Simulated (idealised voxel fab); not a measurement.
The process module presented herein is designated voxel self aligned contacts.
Cross-section cut: width 300 nm, square cells of 5 nm.
Cross-sections here: square-cell grids, written as top-down lists of bands, a band being one or more rows of cells.
The entry gives the band's vertical extent as a top height and a bottom height in nm, then its horizontal make-up as materials from left to right, each with a width in nm. "empty" stands for empty space; a single material marked "full width" fills the band edge to edge.
All heights in this document are referenced to 0, defined as the level beneath which the wafer, as received, consists entirely of one material. The lowest band is not bounded below; it extends indefinitely downward and is written in the form "0 down".
The notation "30->40" denotes a width that varies across the rows of cells in the band, beginning at the first number in the top row, finishing at the second number in the bottom row, and changing by an identical amount from each row to the next.
When a step is marked "changes: none", none of the cells in the cross-section changed during that step.
In the "Voids, fully enclosed" entry, you get each enclosed empty space of 8 cells or more, one with no open way to the top, written width x height at distance, distance from the left edge, in nm.
What comes after the settings on a step's line is commentary from the simulator itself on that step.
overlay nm, on a step with a mask: how far to the right of its planned place the mask lay; to the left if negative

PROCESS STEPS (PLANNED)
1) op RECEIVE | material Si
2) op OXIDIZE | depth nm 5
3) op DIRECTIONAL_DEP | material polySi | thk nm 30
4) op DIRECTIONAL_DEP | material SiN | thk nm 20
5) op DIRECTIONAL_DEP | material aC | thk nm 10
6) op PATTERN | tone cover | mask id GATE | material resist | width nm 25 | pitch nm 50 | thk nm 25 | overlay nm 0
7) op DIRECTIONAL_ETCH | etch materials aC | depth nm 10
8) op STRIP | etch materials resist
9) op DIRECTIONAL_ETCH | etch materials SiN | depth nm 20
10) op DIRECTIONAL_ETCH | etch materials polySi | depth nm 30
11) op STRIP | etch materials aC
12) op CONFORMAL_DEP | material SiN | thk nm 5
13) op DIRECTIONAL_ETCH | etch materials SiN | depth nm 5
14) op FILL_DEP | material SiO2 | thk nm 10
15) op CMP | height nm 55
16) op PATTERN | tone open | mask id CONTACT | material resist | width nm 35 | pitch nm 50 | thk nm 15 | overlay nm 0
17) op DIRECTIONAL_ETCH | etch materials SiO2 | depth nm 60
18) op STRIP | etch materials resist
19) op CONFORMAL_DEP | material TiN | thk nm 5
20) op FILL_DEP | material W | thk nm 5
21) op CMP | height nm 55
22) op CONFORMAL_DEP | material SiCN | thk nm 5
Where the wafers of this document differ is in the depth nm of step 2; they start out the same, and the plan states the value that applied to the first wafer.

THE FIRST OF SEVERAL WAFERS AS RECEIVED, SHOWN IN CROSS-SECTION; THIS IS ITS STATE AFTER STEP 1
0 down  Si full width
Voids, fully enclosed: none

MODULE FINISHED, LAST STEP 22 DONE: CROSS-SECTION OF THE FIRST OF SEVERAL WAFERS
60 to 55  SiCN full width
55 to 50  105 SiO2 | 15 TiN | 5 W | 15 TiN | 15 SiO2 | 15 TiN | 5 W | 15 TiN | 110 SiO2
50 to 30  80 SiO2 | 35 SiN | 5 TiN | 5 W | 5 TiN | 35 SiN | 5 TiN | 5 W | 5 TiN | 35 SiN | 85 SiO2
30 to 0  80 SiO2 | 5 SiN | 25 polySi | 5 SiN | 5 TiN | 5 W | 5 TiN | 5 SiN | 25 polySi | 5 SiN | 5 TiN | 5 W | 5 TiN | 5 SiN | 25 polySi | 5 SiN | 85 SiO2
0 to -5  115 SiO2 | 15 TiN | 35 SiO2 | 15 TiN | 120 SiO2
-5 down  Si full width
Voids, fully enclosed: none

CROSS-SECTIONAL DEPICTION OF THE LAST OF SEVERAL WAFERS UPON COMPLETION OF THE MODULE
60 to 55  SiCN full width
55 to 50  105 SiO2 | 15 TiN | 5 W | 15 TiN | 15 SiO2 | 15 TiN | 5 W | 15 TiN | 110 SiO2
50 to 30  80 SiO2 | 35 SiN | 5 TiN | 5 W | 5 TiN | 35 SiN | 5 TiN | 5 W | 5 TiN | 35 SiN | 85 SiO2
30 to 0  80 SiO2 | 5 SiN | 25 polySi | 5 SiN | 5 TiN | 5 W | 5 TiN | 5 SiN | 25 polySi | 5 SiN | 5 TiN | 5 W | 5 TiN | 5 SiN | 25 polySi | 5 SiN | 85 SiO2
0 to -5  115 SiO2 | 15 TiN | 35 SiO2 | 15 TiN | 120 SiO2
-5 to -20  SiO2 full width
-20 down  Si full width
Voids, fully enclosed: none

FOR YOUR REFERENCE, THE TABLE IS ORGANIZED WITH A ROW PER WAFER; EACH ROW REFLECTS THE WAFER AT THE END OF THE MODULE, INDICATING FOR EACH MATERIAL THE CELLS GAINED (+) OR LOST (-) SINCE RECEIPT, AND THEREAFTER ITS CLOSED VOIDS
depth nm 5, -60 Si, +60 SiCN, +120 SiN, +430 SiO2, +58 TiN, +22 W, +90 polySi, Voids, fully enclosed: none
depth nm 10, -120 Si, +60 SiCN, +120 SiN, +490 SiO2, +58 TiN, +22 W, +90 polySi, Voids, fully enclosed: none
depth nm 15, -180 Si, +60 SiCN, +120 SiN, +550 SiO2, +58 TiN, +22 W, +90 polySi, Voids, fully enclosed: none
depth nm 20, -240 Si, +60 SiCN, +120 SiN, +610 SiO2, +58 TiN, +22 W, +90 polySi, Voids, fully enclosed: none
